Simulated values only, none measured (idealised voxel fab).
This section sets out a process module, namely voxel capacitor over wiring.
Xsec cut, 200 nm wide, square cell size 5 nm.
The cross-sections in this document take the form of a grid made of square cells. They are written out as bands, in order from top to bottom. Each band consists of one or more rows of cells. It is stipulated that each band's entry specify, in nanometres, the height of the top of the band and then that of its bottom, followed by the materials of the band in left-to-right sequence, each together with its width in nanometres. A single material marked by the word "full width" is understood to fill the band from edge to edge; the word "empty" is understood to denote empty space. Convention: height 0 is the level below which the wafer, as received, is all one material. The lowest band does not terminate at the bottom but continues downward, represented as "z 0 and below". Top row gets the first number, bottom row gets the second, and each row in between changes by the same step: that is how a band width like "30..40" works. Take "no alterations made" at face value: in the step it is given for, the cross-section changed in none of its cells. Entry "Closed void table". Content: empty spaces with no open connection to the top, size 8 cells or greater. Each: width x height at distance. Distance: from left edge. Unit: nm. What comes after the settings on a step's line is commentary from the simulator itself on that step. For masked steps, "overlay nm" on the step line gives how far right of plan the mask actually lay; a minus sign means it lay to the left.

[Intended process steps]
1: RECEIVE, material Si
2: CONFORMAL_DEP, material SiO2, thk nm 15
3: CONFORMAL_DEP, material SiCN, thk nm 5
4: DIRECTIONAL_DEP, material SiO2, thk nm 20
5: DIRECTIONAL_DEP, material aC, thk nm 15
6: PATTERN, tone open, mask id METAL_1, material resist, width nm 25, pitch nm 90, thk nm 35, overlay nm 0
7: DIRECTIONAL_ETCH, etch materials aC, depth nm 15
8: STRIP, etch materials resist
9: DIRECTIONAL_ETCH, etch materials SiO2, depth nm 20
10: DIRECTIONAL_ETCH, etch materials SiCN, depth nm 5
11: STRIP, etch materials aC
12: CONFORMAL_DEP, material TiN, thk nm 5
13: FILL_DEP, material Cu, thk nm 10
14: CMP, height nm 40
15: EPI, material Ru, thk nm 5
16: FILL_DEP, material SiCN, thk nm 5
17: DIRECTIONAL_DEP, material lowk, thk nm 10
18: PATTERN, tone open, mask id PLUG_1, material resist, width nm 15, thk nm 20, overlay nm 0
19: DIRECTIONAL_ETCH, etch materials lowk, depth nm 10
20: DIRECTIONAL_ETCH, etch materials SiCN, depth nm 5
21: STRIP, etch materials resist
22: EPI, material Ru, thk nm 10
23: EPI, material Ru, thk nm 5
24: DIRECTIONAL_DEP, material TiN, thk nm 10
25: DIRECTIONAL_DEP, material HfO2, thk nm 5
26: DIRECTIONAL_DEP, material TiN, thk nm 5
27: DIRECTIONAL_DEP, material aC, thk nm 10
28: PATTERN, tone cover, mask id UPPER_PLATE, material resist, width nm 70, thk nm 25, overlay nm 0
29: DIRECTIONAL_ETCH, etch materials aC, depth nm 10
30: STRIP, etch materials resist
31: DIRECTIONAL_ETCH, etch materials TiN, depth nm 5
32: DIRECTIONAL_ETCH, etch materials HfO2, depth nm 5
33: STRIP, etch materials aC
34: PATTERN, tone cover, mask id LOWER_PLATE, material resist, width nm 80, thk nm 15, overlay nm 0
35: DIRECTIONAL_ETCH, etch materials TiN, depth nm 10
36: STRIP, etch materials resist
37: FILL_DEP, material SiO2, thk nm 20
38: CMP, height nm 95
39: DIRECTIONAL_DEP, material aC, thk nm 15
40: PATTERN, tone open, mask id PLUG_2, material resist, width nm 15, thk nm 30, overlay nm 0
41: DIRECTIONAL_ETCH, etch materials aC, depth nm 15
42: STRIP, etch materials resist
43: DIRECTIONAL_ETCH, etch materials SiO2, depth nm 15
44: STRIP, etch materials aC
45: CONFORMAL_DEP, material TiN, thk nm 5
46: FILL_DEP, material Ru, thk nm 5
47: CMP, height nm 95
48: CONFORMAL_DEP, material SiCN, thk nm 5

[First of two wafers, processed according to plan]

[Cross-section of the wafer at receipt, which is the condition after step 1]
  z 0 and below: Si full width
  Closed void table: none

[The wafer in cross-section once step 2 is complete]
  z 15 to 0: SiO2 full width
  Unchanged below 0.

[The wafer in cross-section once step 3 is complete]
  z 20 to 15: SiCN full width
  Unchanged below 15.

[The wafer in cross-section once step 4 is complete]
  z 40 to 20: SiO2 full width
  Unchanged below 20.

[The wafer in cross-section once step 5 is complete]
  z 55 to 40: aC full width
  Unchanged below 40.

[The wafer in cross-section once step 6 is complete]
  z 90 to 55: resist: 40 | empty: 25 | resist: 65 | empty: 25 | resist: 45
  Unchanged below 55.

[The wafer in cross-section once step 7 is complete]
  z 75 to 55: resist: 40 | empty: 25 | resist: 65 | empty: 25 | resist: 45
  z 55 to 40: aC: 40 | empty: 25 | aC: 65 | empty: 25 | aC: 45
  Unchanged below 40.

[The wafer in cross-section once step 8 is complete]
  z 55 to 40: aC: 40 | empty: 25 | aC: 65 | empty: 25 | aC: 45
  Unchanged below 40.

[The wafer in cross-section once step 9 is complete]
  z 55 to 40: aC: 40 | empty: 25 | aC: 65 | empty: 25 | aC: 45
  z 40 to 20: SiO2: 40 | empty: 25 | SiO2: 65 | empty: 25 | SiO2: 45
  Unchanged below 20.

[The wafer in cross-section once step 10 is complete]
  z 55 to 40: aC: 40 | empty: 25 | aC: 65 | empty: 25 | aC: 45
  z 40 to 20: SiO2: 40 | empty: 25 | SiO2: 65 | empty: 25 | SiO2: 45
  z 20 to 15: SiCN: 40 | empty: 25 | SiCN: 65 | empty: 25 | SiCN: 45
  Unchanged below 15.

[The wafer in cross-section once step 11 is complete]
  z 40 to 20: SiO2: 40 | empty: 25 | SiO2: 65 | empty: 25 | SiO2: 45
  Unchanged below 20.

[The wafer in cross-section once step 12 is complete]
  z 45 to 40: TiN: 45 | empty: 15 | TiN: 75 | empty: 15 | TiN: 50
  z 40 to 20: SiO2: 40 | TiN: 5 | empty: 15 | TiN: 5 | SiO2: 65 | TiN: 5 | empty: 15 | TiN: 5 | SiO2: 45
  z 20 to 15: SiCN: 40 | TiN: 25 | SiCN: 65 | TiN: 25 | SiCN: 45
  Unchanged below 15.

[The wafer in cross-section once step 13 is complete]
  z 55 to 45: Cu full width
  z 45 to 40: TiN: 45 | Cu: 15 | TiN: 75 | Cu: 15 | TiN: 50
  z 40 to 20: SiO2: 40 | TiN: 5 | Cu: 15 | TiN: 5 | SiO2: 65 | TiN: 5 | Cu: 15 | TiN: 5 | SiO2: 45
  Unchanged below 20.

[The wafer in cross-section once step 14 is complete]
  z 40 to 20: SiO2: 40 | TiN: 5 | Cu: 15 | TiN: 5 | SiO2: 65 | TiN: 5 | Cu: 15 | TiN: 5 | SiO2: 45
  Unchanged below 20.

[The wafer in cross-section once step 15 is complete]
  z 45 to 40: empty: 35 | Ru: 35 | empty: 55 | Ru: 35 | empty: 40
  Unchanged below 40.

[The wafer in cross-section once step 16 is complete]
  z 50 to 45: SiCN full width
  z 45 to 40: SiCN: 35 | Ru: 35 | SiCN: 55 | Ru: 35 | SiCN: 40
  Unchanged below 40.

[The wafer in cross-section once step 17 is complete]
  z 60 to 50: lowk full width
  Unchanged below 50.

[The wafer in cross-section once step 18 is complete]
  z 80 to 60: resist: 50 | empty: 15 | resist: 135
  Unchanged below 60.

[The wafer in cross-section once step 19 is complete]
  z 80 to 60: resist: 50 | empty: 15 | resist: 135
  z 60 to 50: lowk: 50 | empty: 15 | lowk: 135
  Unchanged below 50.

[The wafer in cross-section once step 20 is complete]
  z 80 to 60: resist: 50 | empty: 15 | resist: 135
  z 60 to 50: lowk: 50 | empty: 15 | lowk: 135
  z 50 to 45: SiCN: 50 | empty: 15 | SiCN: 135
  Unchanged below 45.

[The wafer in cross-section once step 21 is complete]
  z 60 to 50: lowk: 50 | empty: 15 | lowk: 135
  Unchanged below 50.

[The wafer in cross-section once step 22 is complete]
  z 60 to 55: lowk: 50 | empty: 15 | lowk: 135
  z 55 to 50: lowk: 50 | Ru: 15 | lowk: 135
  z 50 to 45: SiCN: 50 | Ru: 15 | SiCN: 135
  Unchanged below 45.

[The wafer in cross-section once step 23 is complete]
  z 60 to 50: lowk: 50 | Ru: 15 | lowk: 135
  Unchanged below 50.

[The wafer in cross-section once step 24 is complete]
  z 70 to 60: TiN full width
  Unchanged below 60.

[The wafer in cross-section once step 25 is complete]
  z 75 to 70: HfO2 full width
  Unchanged below 70.

[The wafer in cross-section once step 26 is complete]
  z 80 to 75: TiN full width
  Unchanged below 75.

[The wafer in cross-section once step 27 is complete]
  z 90 to 80: aC full width
  Unchanged below 80.

[The wafer in cross-section once step 28 is complete]
  z 115 to 90: empty: 50 | resist: 70 | empty: 80
  Unchanged below 90.

[The wafer in cross-section once step 29 is complete]
  z 105 to 90: empty: 50 | resist: 70 | empty: 80
  z 90 to 80: empty: 50 | aC: 70 | empty: 80
  Unchanged below 80.

[The wafer in cross-section once step 30 is complete]
  z 90 to 80: empty: 50 | aC: 70 | empty: 80
  Unchanged below 80.

[The wafer in cross-section once step 31 is complete]
  z 90 to 80: empty: 50 | aC: 70 | empty: 80
  z 80 to 75: empty: 50 | TiN: 70 | empty: 80
  Unchanged below 75.

[The wafer in cross-section once step 32 is complete]
  z 90 to 80: empty: 50 | aC: 70 | empty: 80
  z 80 to 75: empty: 50 | TiN: 70 | empty: 80
  z 75 to 70: empty: 50 | HfO2: 70 | empty: 80
  Unchanged below 70.

[The wafer in cross-section once step 33 is complete]
  z 80 to 75: empty: 50 | TiN: 70 | empty: 80
  Unchanged below 75.

[The wafer in cross-section once step 34 is complete]
  z 95 to 80: empty: 45 | resist: 80 | empty: 75
  z 80 to 75: empty: 45 | resist: 5 | TiN: 70 | resist: 5 | empty: 75
  z 75 to 70: empty: 45 | resist: 5 | HfO2: 70 | resist: 5 | empty: 75
  Unchanged below 70.

[The wafer in cross-section once step 35 is complete]
  z 95 to 80: empty: 45 | resist: 80 | empty: 75
  z 80 to 75: empty: 45 | resist: 5 | TiN: 70 | resist: 5 | empty: 75
  z 75 to 70: empty: 45 | resist: 5 | HfO2: 70 | resist: 5 | empty: 75
  z 70 to 60: empty: 45 | TiN: 80 | empty: 75
  Unchanged below 60.

[The wafer in cross-section once step 36 is complete]
  z 80 to 75: empty: 50 | TiN: 70 | empty: 80
  z 75 to 70: empty: 50 | HfO2: 70 | empty: 80
  Unchanged below 70.

[The wafer in cross-section once step 37 is complete]
  z 100 to 80: SiO2 full width
  z 80 to 75: SiO2: 50 | TiN: 70 | SiO2: 80
  z 75 to 70: SiO2: 50 | HfO2: 70 | SiO2: 80
  z 70 to 60: SiO2: 45 | TiN: 80 | SiO2: 75
  Unchanged below 60.

[The wafer in cross-section once step 38 is complete]
  z 95 to 80: SiO2 full width
  Unchanged below 80.

[The wafer in cross-section once step 39 is complete]
  z 110 to 95: aC full width
  Unchanged below 95.

[The wafer in cross-section once step 40 is complete]
  z 140 to 110: resist: 60 | empty: 15 | resist: 125
  Unchanged below 110.

[The wafer in cross-section once step 41 is complete]
  z 125 to 110: resist: 60 | empty: 15 | resist: 125
  z 110 to 95: aC: 60 | empty: 15 | aC: 125
  Unchanged below 95.

[The wafer in cross-section once step 42 is complete]
  z 110 to 95: aC: 60 | empty: 15 | aC: 125
  Unchanged below 95.

[The wafer in cross-section once step 43 is complete]
  z 110 to 95: aC: 60 | empty: 15 | aC: 125
  z 95 to 80: SiO2: 60 | empty: 15 | SiO2: 125
  Unchanged below 80.

[The wafer in cross-section once step 44 is complete]
  z 95 to 80: SiO2: 60 | empty: 15 | SiO2: 125
  Unchanged below 80.

[The wafer in cross-section once step 45 is complete]
  z 100 to 95: TiN: 65 | empty: 5 | TiN: 130
  z 95 to 85: SiO2: 60 | TiN: 5 | empty: 5 | TiN: 5 | SiO2: 125
  z 85 to 75: SiO2: 60..50 | TiN: 15..70 | SiO2: 125..80
  Unchanged below 75.

[The wafer in cross-section once step 46 is complete]
  z 105 to 100: Ru full width
  z 100 to 95: TiN: 65 | Ru: 5 | TiN: 130
  z 95 to 85: SiO2: 60 | TiN: 5 | Ru: 5 | TiN: 5 | SiO2: 125
  Unchanged below 85.

[The wafer in cross-section once step 47 is complete]
  z 95 to 85: SiO2: 60 | TiN: 5 | Ru: 5 | TiN: 5 | SiO2: 125
  Unchanged below 85.

[The wafer in cross-section once step 48 is complete]
  z 100 to 95: SiCN full width
  Unchanged below 95.

[The second wafer: identical to the first at the outset and in its planned sequence, differing only in that one mistake was made during processing; up to and including step 3, its path is the first wafer's path]

[The second wafer in cross-section, at the planned close of step 4]
  z 35 to 20: SiO2 full width
  Unchanged below 20.

[The second wafer in cross-section, at the planned close of step 5]
  z 50 to 35: aC full width
  Unchanged below 35.

[The second wafer in cross-section, at the planned close of step 6]
  z 85 to 50: resist: 40 | empty: 25 | resist: 65 | empty: 25 | resist: 45
  Unchanged below 50.

[The second wafer in cross-section, at the planned close of step 7]
  z 70 to 50: resist: 40 | empty: 25 | resist: 65 | empty: 25 | resist: 45
  z 50 to 35: aC: 40 | empty: 25 | aC: 65 | empty: 25 | aC: 45
  Unchanged below 35.

[The second wafer in cross-section, at the planned close of step 8]
  z 50 to 35: aC: 40 | empty: 25 | aC: 65 | empty: 25 | aC: 45
  Unchanged below 35.

[The second wafer in cross-section, at the planned close of step 9]
  z 50 to 35: aC: 40 | empty: 25 | aC: 65 | empty: 25 | aC: 45
  z 35 to 20: SiO2: 40 | empty: 25 | SiO2: 65 | empty: 25 | SiO2: 45
  Unchanged below 20.

[The second wafer in cross-section, at the planned close of step 10]
  z 50 to 35: aC: 40 | empty: 25 | aC: 65 | empty: 25 | aC: 45
  z 35 to 20: SiO2: 40 | empty: 25 | SiO2: 65 | empty: 25 | SiO2: 45
  z 20 to 15: SiCN: 40 | empty: 25 | SiCN: 65 | empty: 25 | SiCN: 45
  Unchanged below 15.

[The second wafer in cross-section, at the planned close of step 11]
  z 35 to 20: SiO2: 40 | empty: 25 | SiO2: 65 | empty: 25 | SiO2: 45
  Unchanged below 20.

[The second wafer in cross-section, at the planned close of step 12]
  z 40 to 35: TiN: 45 | empty: 15 | TiN: 75 | empty: 15 | TiN: 50
  z 35 to 20: SiO2: 40 | TiN: 5 | empty: 15 | TiN: 5 | SiO2: 65 | TiN: 5 | empty: 15 | TiN: 5 | SiO2: 45
  z 20 to 15: SiCN: 40 | TiN: 25 | SiCN: 65 | TiN: 25 | SiCN: 45
  Unchanged below 15.

[The second wafer in cross-section, at the planned close of step 13]
  z 50 to 40: Cu full width
  z 40 to 35: TiN: 45 | Cu: 15 | TiN: 75 | Cu: 15 | TiN: 50
  z 35 to 20: SiO2: 40 | TiN: 5 | Cu: 15 | TiN: 5 | SiO2: 65 | TiN: 5 | Cu: 15 | TiN: 5 | SiO2: 45
  Unchanged below 20.

[The second wafer in cross-section, at the planned close of step 14]
  z 40 to 35: TiN: 45 | Cu: 15 | TiN: 75 | Cu: 15 | TiN: 50
  Unchanged below 35.

[The second wafer in cross-section, at the planned close of step 15]
  z 45 to 40: Ru full width
  Unchanged below 40.

[The second wafer in cross-section, at the planned close of step 16]
  z 50 to 45: SiCN full width
  Unchanged below 45.

[The second wafer in cross-section, at the planned close of step 17]
  z 60 to 50: lowk full width
  Unchanged below 50.

[The second wafer in cross-section, at the planned close of step 18]
  z 80 to 60: resist: 50 | empty: 15 | resist: 135
  Unchanged below 60.

[The second wafer in cross-section, at the planned close of step 19]
  z 80 to 60: resist: 50 | empty: 15 | resist: 135
  z 60 to 50: lowk: 50 | empty: 15 | lowk: 135
  Unchanged below 50.

[The second wafer in cross-section, at the planned close of step 20]
  z 80 to 60: resist: 50 | empty: 15 | resist: 135
  z 60 to 50: lowk: 50 | empty: 15 | lowk: 135
  z 50 to 45: SiCN: 50 | empty: 15 | SiCN: 135
  Unchanged below 45.

[The second wafer in cross-section, at the planned close of step 21]
  z 60 to 50: lowk: 50 | empty: 15 | lowk: 135
  Unchanged below 50.

[The second wafer in cross-section, at the planned close of step 22]
  z 60 to 55: lowk: 50 | empty: 15 | lowk: 135
  z 55 to 50: lowk: 50 | Ru: 15 | lowk: 135
  z 50 to 45: SiCN: 50 | Ru: 15 | SiCN: 135
  Unchanged below 45.

[The second wafer in cross-section, at the planned close of step 23]
  z 60 to 50: lowk: 50 | Ru: 15 | lowk: 135
  Unchanged below 50.

[The second wafer in cross-section, at the planned close of step 24]
  z 70 to 60: TiN full width
  Unchanged below 60.

[The second wafer in cross-section, at the planned close of step 25]
  z 75 to 70: HfO2 full width
  Unchanged below 70.

[The second wafer in cross-section, at the planned close of step 26]
  z 80 to 75: TiN full width
  Unchanged below 75.

[The second wafer in cross-section, at the planned close of step 27]
  z 90 to 80: aC full width
  Unchanged below 80.

[The second wafer in cross-section, at the planned close of step 28]
  z 115 to 90: empty: 50 | resist: 70 | empty: 80
  Unchanged below 90.

[The second wafer in cross-section, at the planned close of step 29]
  z 105 to 90: empty: 50 | resist: 70 | empty: 80
  z 90 to 80: empty: 50 | aC: 70 | empty: 80
  Unchanged below 80.

[The second wafer in cross-section, at the planned close of step 30]
  z 90 to 80: empty: 50 | aC: 70 | empty: 80
  Unchanged below 80.

[The second wafer in cross-section, at the planned close of step 31]
  z 90 to 80: empty: 50 | aC: 70 | empty: 80
  z 80 to 75: empty: 50 | TiN: 70 | empty: 80
  Unchanged below 75.

[The second wafer in cross-section, at the planned close of step 32]
  z 90 to 80: empty: 50 | aC: 70 | empty: 80
  z 80 to 75: empty: 50 | TiN: 70 | empty: 80
  z 75 to 70: empty: 50 | HfO2: 70 | empty: 80
  Unchanged below 70.

[The second wafer in cross-section, at the planned close of step 33]
  z 80 to 75: empty: 50 | TiN: 70 | empty: 80
  Unchanged below 75.

[The second wafer in cross-section, at the planned close of step 34]
  z 95 to 80: empty: 45 | resist: 80 | empty: 75
  z 80 to 75: empty: 45 | resist: 5 | TiN: 70 | resist: 5 | empty: 75
  z 75 to 70: empty: 45 | resist: 5 | HfO2: 70 | resist: 5 | empty: 75
  Unchanged below 70.

[The second wafer in cross-section, at the planned close of step 35]
  z 95 to 80: empty: 45 | resist: 80 | empty: 75
  z 80 to 75: empty: 45 | resist: 5 | TiN: 70 | resist: 5 | empty: 75
  z 75 to 70: empty: 45 | resist: 5 | HfO2: 70 | resist: 5 | empty: 75
  z 70 to 60: empty: 45 | TiN: 80 | empty: 75
  Unchanged below 60.

[The second wafer in cross-section, at the planned close of step 36]
  z 80 to 75: empty: 50 | TiN: 70 | empty: 80
  z 75 to 70: empty: 50 | HfO2: 70 | empty: 80
  Unchanged below 70.

[The second wafer in cross-section, at the planned close of step 37]
  z 100 to 80: SiO2 full width
  z 80 to 75: SiO2: 50 | TiN: 70 | SiO2: 80
  z 75 to 70: SiO2: 50 | HfO2: 70 | SiO2: 80
  z 70 to 60: SiO2: 45 | TiN: 80 | SiO2: 75
  Unchanged below 60.

[The second wafer in cross-section, at the planned close of step 38]
  z 95 to 80: SiO2 full width
  Unchanged below 80.

[The second wafer in cross-section, at the planned close of step 39]
  z 110 to 95: aC full width
  Unchanged below 95.

[The second wafer in cross-section, at the planned close of step 40]
  z 140 to 110: resist: 60 | empty: 15 | resist: 125
  Unchanged below 110.

[The second wafer in cross-section, at the planned close of step 41]
  z 125 to 110: resist: 60 | empty: 15 | resist: 125
  z 110 to 95: aC: 60 | empty: 15 | aC: 125
  Unchanged below 95.

[The second wafer in cross-section, at the planned close of step 42]
  z 110 to 95: aC: 60 | empty: 15 | aC: 125
  Unchanged below 95.

[The second wafer in cross-section, at the planned close of step 43]
  z 110 to 95: aC: 60 | empty: 15 | aC: 125
  z 95 to 80: SiO2: 60 | empty: 15 | SiO2: 125
  Unchanged below 80.

[The second wafer in cross-section, at the planned close of step 44]
  z 95 to 80: SiO2: 60 | empty: 15 | SiO2: 125
  Unchanged below 80.

[The second wafer in cross-section, at the planned close of step 45]
  z 100 to 95: TiN: 65 | empty: 5 | TiN: 130
  z 95 to 85: SiO2: 60 | TiN: 5 | empty: 5 | TiN: 5 | SiO2: 125
  z 85 to 75: SiO2: 60..50 | TiN: 15..70 | SiO2: 125..80
  Unchanged below 75.

[The second wafer in cross-section, at the planned close of step 46]
  z 105 to 100: Ru full width
  z 100 to 95: TiN: 65 | Ru: 5 | TiN: 130
  z 95 to 85: SiO2: 60 | TiN: 5 | Ru: 5 | TiN: 5 | SiO2: 125
  Unchanged below 85.

[The second wafer in cross-section, at the planned close of step 47]
  z 95 to 85: SiO2: 60 | TiN: 5 | Ru: 5 | TiN: 5 | SiO2: 125
  Unchanged below 85.

[The second wafer in cross-section, at the planned close of step 48]
  z 100 to 95: SiCN full width
  Unchanged below 95.
What was done differently from what was planned? step 4 ran with different settings than intended, the actual operation and settings being DIRECTIONAL_DEP, material SiO2, thk nm 15
Count the cells at the end and the second wafer has more or fewer of some materials than the first: Ru: 26 more | SiCN: 26 fewer | SiO2: 30 fewer | TiN: 30 more
